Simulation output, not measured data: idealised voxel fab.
Process module heading - voxel capacitor over wiring
Section cut is 230 nm wide and gridded with 5 nm square cells.
We lay out every cross-section as a grid of square cells and spell it out in bands from the top down, where one band means one or more rows of cells. It is stipulated that each band's entry specify, in nanometres, the height of the top of the band and then that of its bottom, followed by the materials of the band in left-to-right sequence, each together with its width in nanometres. A single material marked by the word "all across" is understood to fill the band from edge to edge; the word "air" is understood to denote empty space. Below 0: as-received wafer, all one material; heights counted from there. Lowest band: no bottom, goes on down, written "z 0 and below". A width such as "30->40" changes by the same amount from each row of cells to the next, from the band's top row to its bottom row. A step reported as "no alterations made" is a step in which no cell of the cross-section changed. Empty spaces without an open route to the top, at least 8 cells in extent, make up the entry "Fully enclosed voids"; each is given as width x height at distance, where the distance is measured from the left edge, and all are in nm. If you see something after the settings on a step's line, that's the simulator's own remark about that step. What "overlay nm" on a step's line means: if the step has a mask, that mask lay this far to the right of its planned place, or, when the value is negative, to the left.

# Planned process steps
1 RECEIVE with material Si
2 CONFORMAL_DEP with material SiO2, thk nm 10
3 CONFORMAL_DEP with material SiN, thk nm 5
4 DIRECTIONAL_DEP with material lowk, thk nm 15
5 PATTERN with tone open, mask id METAL_1, material resist, width nm 20, pitch nm 80, thk nm 20, overlay nm 0
6 DIRECTIONAL_ETCH with etch materials lowk, depth nm 15
7 DIRECTIONAL_ETCH with etch materials SiN, depth nm 5
8 STRIP with etch materials resist
9 CONFORMAL_DEP with material TiN, thk nm 5
10 FILL_DEP with material W, thk nm 10
11 CMP with height nm 30
12 CONFORMAL_DEP with material SiCN, thk nm 5
13 DIRECTIONAL_DEP with material SiO2, thk nm 15
14 MASKED_ETCH with tone open, mask id PLUG_1, width nm 15, etch materials SiO2, depth nm 15, overlay nm 0
15 MASKED_ETCH with tone open, mask id PLUG_1, width nm 15, etch materials SiCN, depth nm 5, overlay nm 0
16 CONFORMAL_DEP with material TiN, thk nm 5
17 FILL_DEP with material Ru, thk nm 10
18 CMP with height nm 50
19 DIRECTIONAL_DEP with material TiN, thk nm 5
20 DIRECTIONAL_DEP with material Al2O3, thk nm 5
21 DIRECTIONAL_DEP with material TiN, thk nm 5
22 MASKED_ETCH with tone cover, mask id UPPER_PLATE, width nm 65, etch materials TiN, depth nm 5, overlay nm 0
23 MASKED_ETCH with tone cover, mask id UPPER_PLATE, width nm 65, etch materials Al2O3, depth nm 5, overlay nm 0
24 PATTERN with tone cover, mask id LOWER_PLATE, material resist, width nm 75, thk nm 20, overlay nm 0
25 DIRECTIONAL_ETCH with etch materials TiN, depth nm 5
26 STRIP with etch materials resist
27 FILL_DEP with material SiO2, thk nm 15
28 CMP with height nm 75
29 MASKED_ETCH with tone open, mask id PLUG_2, width nm 15, etch materials SiO2, depth nm 10, overlay nm 0
30 CONFORMAL_DEP with material TiN, thk nm 5
31 FILL_DEP with material Ru, thk nm 10
32 CMP with height nm 75
33 CONFORMAL_DEP with material SiN, thk nm 5

# Cross-section, incoming material, after step 1
- z 0 and below = Si all across
- Fully enclosed voids: none

# Module complete - cross-section of the first of two wafers, run according to plan
- z 80 to 75 = SiN all across
- z 75 to 70 = SiO2: 80; TiN: 5; Ru: 5; TiN: 5; SiO2: 135
- z 70 to 60 = SiO2: 80->70; TiN: 15->65; SiO2: 135->95
- z 60 to 55 = SiO2: 70; Al2O3: 65; SiO2: 95
- z 55 to 50 = SiO2: 65; TiN: 75; SiO2: 90
- z 50 to 35 = SiO2: 70; TiN: 5; Ru: 5; TiN: 5; SiO2: 145
- z 35 to 30 = SiCN: 70; TiN: 15; SiCN: 145
- z 30 to 15 = lowk: 65; TiN: 5; W: 10; TiN: 5; lowk: 60; TiN: 5; W: 10; TiN: 5; lowk: 65
- z 15 to 10 = SiN: 65; TiN: 20; SiN: 60; TiN: 20; SiN: 65
- z 10 to 0 = SiO2 all across
- z 0 and below = Si all across
- Fully enclosed voids: none

# Wafer two cross-section, module end. Start and plan unchanged from wafer one; one mistake made during the run
- z 80 to 75 = SiN all across
- z 75 to 70 = SiO2: 80; TiN: 5; Ru: 5; TiN: 5; SiO2: 135
- z 70 to 60 = SiO2: 80->70; TiN: 15->65; SiO2: 135->95
- z 60 to 55 = SiO2: 70; Al2O3: 65; SiO2: 95
- z 55 to 50 = SiO2: 65; TiN: 75; SiO2: 90
- z 50 to 40 = SiO2: 70; TiN: 5; Ru: 5; TiN: 5; SiO2: 145
- z 40 to 35 = SiO2: 70; TiN: 15; SiO2: 145
- z 35 to 30 = SiCN: 70; TiN: 5; SiCN: 155
- z 30 to 15 = lowk: 65; TiN: 5; W: 10; TiN: 5; lowk: 60; TiN: 5; W: 10; TiN: 5; lowk: 65
- z 15 to 10 = SiN: 65; TiN: 20; SiN: 60; TiN: 20; SiN: 65
- z 10 to 0 = SiO2 all across
- z 0 and below = Si all across
- Fully enclosed voids: none
Processing error: step 15 ran with different settings than intended, the actual operation and settings being MASKED_ETCH with tone open, mask id PLUG_1, width nm 15, etch materials SiCN, depth nm 5, overlay nm -10
Cell-count delta at end, second wafer over first, by material: Ru -1; SiCN +2; TiN -1
